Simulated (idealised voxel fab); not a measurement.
process module | voxel self aligned vias
cross-section cut | 155 nm wide | cells 5 nm
A cross-section is a grid of square cells, given in bands from the top down. A band is one or more rows of cells.
Each band's line starts with the height of the band's top and of its bottom, in nm. Then come its materials from left to right, each with its width in nm. One material with "throughout" fills the band from edge to edge. "air" is empty space.
Height 0 is the level under which the wafer as received is all one material. The lowest band goes on downwards, as in "0 down".
A width such as "30 to 40" changes by the same amount from each row of cells to the next, from the band's top row to its bottom row.
"no change" after a step means that no cell of the cross-section changed.
closed voids: empty space of 8 cells or more with no open way to the top, each as width x height at its distance from the left edge, in nm
after a step's settings: what the simulator itself notes on the step
overlay nm, on a step with a mask: how far to the right of its planned place the mask lay; to the left if negative
plan
1 op RECEIVE | material Si
2 op CONFORMAL_DEP | material SiO2 | thk nm 15
3 op CONFORMAL_DEP | material SiCN | thk nm 5
4 op DIRECTIONAL_DEP | material lowk | thk nm 30
5 op MASKED_ETCH | tone open | mask id LINES | width nm 30 | pitch nm 60 | etch materials lowk | depth nm 30 | overlay nm 0
6 op CONFORMAL_DEP | material TiN | thk nm 5
7 op FILL_DEP | material W | thk nm 5
8 op CMP | height nm 50
9 op SELECTIVE_ETCH | etch materials W Ru TiN | depth nm 5
10 op FILL_DEP | material SiN | thk nm 10
11 op CMP | height nm 50
12 op DIRECTIONAL_DEP | material lowk | thk nm 20
13 op DIRECTIONAL_DEP | material aC | thk nm 10
14 op PATTERN | tone open | mask id VIAS | material resist | width nm 40 | pitch nm 60 | thk nm 25 | overlay nm 0
15 op DIRECTIONAL_ETCH | etch materials aC | depth nm 10
16 op STRIP | etch materials resist
17 op DIRECTIONAL_ETCH | etch materials lowk | depth nm 20
18 op DIRECTIONAL_ETCH | etch materials SiN | depth nm 5
19 op STRIP | etch materials aC
20 op CONFORMAL_DEP | material TiN | thk nm 5
21 op FILL_DEP | material Ru | thk nm 5
22 op CMP | height nm 70
23 op CONFORMAL_DEP | material SiN | thk nm 5
first wafer, as planned
as received, after step 1
  0 down: Si throughout
  closed voids: none
after step 2
  15 to 0: SiO2 throughout
  below 0: unchanged
after step 3
  20 to 15: SiCN throughout
  below 15: unchanged
after step 4
  50 to 20: lowk throughout
  below 20: unchanged
after step 5
  50 to 20: lowk 30 | air 30 | lowk 30 | air 30 | lowk 35
  below 20: unchanged
after step 6
  55 to 50: TiN 35 | air 20 | TiN 40 | air 20 | TiN 40
  50 to 25: lowk 30 | TiN 5 | air 20 | TiN 5 | lowk 30 | TiN 5 | air 20 | TiN 5 | lowk 35
  25 to 20: lowk 30 | TiN 30 | lowk 30 | TiN 30 | lowk 35
  below 20: unchanged
after step 7
  60 to 55: W throughout
  55 to 50: TiN 35 | W 20 | TiN 40 | W 20 | TiN 40
  50 to 25: lowk 30 | TiN 5 | W 20 | TiN 5 | lowk 30 | TiN 5 | W 20 | TiN 5 | lowk 35
  below 25: unchanged
after step 8
  50 to 25: lowk 30 | TiN 5 | W 20 | TiN 5 | lowk 30 | TiN 5 | W 20 | TiN 5 | lowk 35
  below 25: unchanged
after step 9
  50 to 45: lowk 30 | air 30 | lowk 30 | air 30 | lowk 35
  below 45: unchanged
after step 10
  60 to 50: SiN throughout
  50 to 45: lowk 30 | SiN 30 | lowk 30 | SiN 30 | lowk 35
  below 45: unchanged
after step 11
  50 to 45: lowk 30 | SiN 30 | lowk 30 | SiN 30 | lowk 35
  below 45: unchanged
after step 12
  70 to 50: lowk throughout
  below 50: unchanged
after step 13
  80 to 70: aC throughout
  below 70: unchanged
after step 14
  105 to 80: resist 25 | air 40 | resist 20 | air 40 | resist 30
  below 80: unchanged
after step 15
  95 to 80: resist 25 | air 40 | resist 20 | air 40 | resist 30
  80 to 70: aC 25 | air 40 | aC 20 | air 40 | aC 30
  below 70: unchanged
after step 16
  80 to 70: aC 25 | air 40 | aC 20 | air 40 | aC 30
  below 70: unchanged
after step 17
  80 to 70: aC 25 | air 40 | aC 20 | air 40 | aC 30
  70 to 50: lowk 25 | air 40 | lowk 20 | air 40 | lowk 30
  below 50: unchanged
after step 18
  80 to 70: aC 25 | air 40 | aC 20 | air 40 | aC 30
  70 to 50: lowk 25 | air 40 | lowk 20 | air 40 | lowk 30
  50 to 45: lowk 30 | air 30 | lowk 30 | air 30 | lowk 35
  below 45: unchanged
after step 19
  70 to 50: lowk 25 | air 40 | lowk 20 | air 40 | lowk 30
  below 50: unchanged
after step 20
  75 to 70: TiN 30 | air 30 | TiN 30 | air 30 | TiN 35
  70 to 55: lowk 25 | TiN 5 | air 30 | TiN 5 | lowk 20 | TiN 5 | air 30 | TiN 5 | lowk 30
  55 to 50: lowk 25 | TiN 10 | air 20 | TiN 10 | lowk 20 | TiN 10 | air 20 | TiN 10 | lowk 30
  50 to 45: lowk 30 | TiN 30 | lowk 30 | TiN 30 | lowk 35
  below 45: unchanged
after step 21
  80 to 75: Ru throughout
  75 to 70: TiN 30 | Ru 30 | TiN 30 | Ru 30 | TiN 35
  70 to 55: lowk 25 | TiN 5 | Ru 30 | TiN 5 | lowk 20 | TiN 5 | Ru 30 | TiN 5 | lowk 30
  55 to 50: lowk 25 | TiN 10 | Ru 20 | TiN 10 | lowk 20 | TiN 10 | Ru 20 | TiN 10 | lowk 30
  below 50: unchanged
after step 22
  70 to 55: lowk 25 | TiN 5 | Ru 30 | TiN 5 | lowk 20 | TiN 5 | Ru 30 | TiN 5 | lowk 30
  below 55: unchanged
after step 23
  75 to 70: SiN throughout
  below 70: unchanged
second wafer: like start, like plan, one mistake. Through step 1 it matches the first wafer
when step 2 should have ended
  5 to 0: SiCN throughout
  below 0: unchanged
when step 3 should have ended
  20 to 5: SiO2 throughout
  below 5: unchanged
when step 4 should have ended
  50 to 20: lowk throughout
  below 20: unchanged
when step 5 should have ended
  50 to 20: lowk 30 | air 30 | lowk 30 | air 30 | lowk 35
  below 20: unchanged
when step 6 should have ended
  55 to 50: TiN 35 | air 20 | TiN 40 | air 20 | TiN 40
  50 to 25: lowk 30 | TiN 5 | air 20 | TiN 5 | lowk 30 | TiN 5 | air 20 | TiN 5 | lowk 35
  25 to 20: lowk 30 | TiN 30 | lowk 30 | TiN 30 | lowk 35
  below 20: unchanged
when step 7 should have ended
  60 to 55: W throughout
  55 to 50: TiN 35 | W 20 | TiN 40 | W 20 | TiN 40
  50 to 25: lowk 30 | TiN 5 | W 20 | TiN 5 | lowk 30 | TiN 5 | W 20 | TiN 5 | lowk 35
  below 25: unchanged
when step 8 should have ended
  50 to 25: lowk 30 | TiN 5 | W 20 | TiN 5 | lowk 30 | TiN 5 | W 20 | TiN 5 | lowk 35
  below 25: unchanged
when step 9 should have ended
  50 to 45: lowk 30 | air 30 | lowk 30 | air 30 | lowk 35
  below 45: unchanged
when step 10 should have ended
  60 to 50: SiN throughout
  50 to 45: lowk 30 | SiN 30 | lowk 30 | SiN 30 | lowk 35
  below 45: unchanged
when step 11 should have ended
  50 to 45: lowk 30 | SiN 30 | lowk 30 | SiN 30 | lowk 35
  below 45: unchanged
when step 12 should have ended
  70 to 50: lowk throughout
  below 50: unchanged
when step 13 should have ended
  80 to 70: aC throughout
  below 70: unchanged
when step 14 should have ended
  105 to 80: resist 25 | air 40 | resist 20 | air 40 | resist 30
  below 80: unchanged
when step 15 should have ended
  95 to 80: resist 25 | air 40 | resist 20 | air 40 | resist 30
  80 to 70: aC 25 | air 40 | aC 20 | air 40 | aC 30
  below 70: unchanged
when step 16 should have ended
  80 to 70: aC 25 | air 40 | aC 20 | air 40 | aC 30
  below 70: unchanged
when step 17 should have ended
  80 to 70: aC 25 | air 40 | aC 20 | air 40 | aC 30
  70 to 50: lowk 25 | air 40 | lowk 20 | air 40 | lowk 30
  below 50: unchanged
when step 18 should have ended
  80 to 70: aC 25 | air 40 | aC 20 | air 40 | aC 30
  70 to 50: lowk 25 | air 40 | lowk 20 | air 40 | lowk 30
  50 to 45: lowk 30 | air 30 | lowk 30 | air 30 | lowk 35
  below 45: unchanged
when step 19 should have ended
  70 to 50: lowk 25 | air 40 | lowk 20 | air 40 | lowk 30
  below 50: unchanged
when step 20 should have ended
  75 to 70: TiN 30 | air 30 | TiN 30 | air 30 | TiN 35
  70 to 55: lowk 25 | TiN 5 | air 30 | TiN 5 | lowk 20 | TiN 5 | air 30 | TiN 5 | lowk 30
  55 to 50: lowk 25 | TiN 10 | air 20 | TiN 10 | lowk 20 | TiN 10 | air 20 | TiN 10 | lowk 30
  50 to 45: lowk 30 | TiN 30 | lowk 30 | TiN 30 | lowk 35
  below 45: unchanged
when step 21 should have ended
  80 to 75: Ru throughout
  75 to 70: TiN 30 | Ru 30 | TiN 30 | Ru 30 | TiN 35
  70 to 55: lowk 25 | TiN 5 | Ru 30 | TiN 5 | lowk 20 | TiN 5 | Ru 30 | TiN 5 | lowk 30
  55 to 50: lowk 25 | TiN 10 | Ru 20 | TiN 10 | lowk 20 | TiN 10 | Ru 20 | TiN 10 | lowk 30
  below 50: unchanged
when step 22 should have ended
  70 to 55: lowk 25 | TiN 5 | Ru 30 | TiN 5 | lowk 20 | TiN 5 | Ru 30 | TiN 5 | lowk 30
  below 55: unchanged
when step 23 should have ended
  75 to 70: SiN throughout
  below 70: unchanged
what went wrong: steps 2 and 3 were swapped
at the end the second wafer has, in cells: as many of each material as the first, in other places
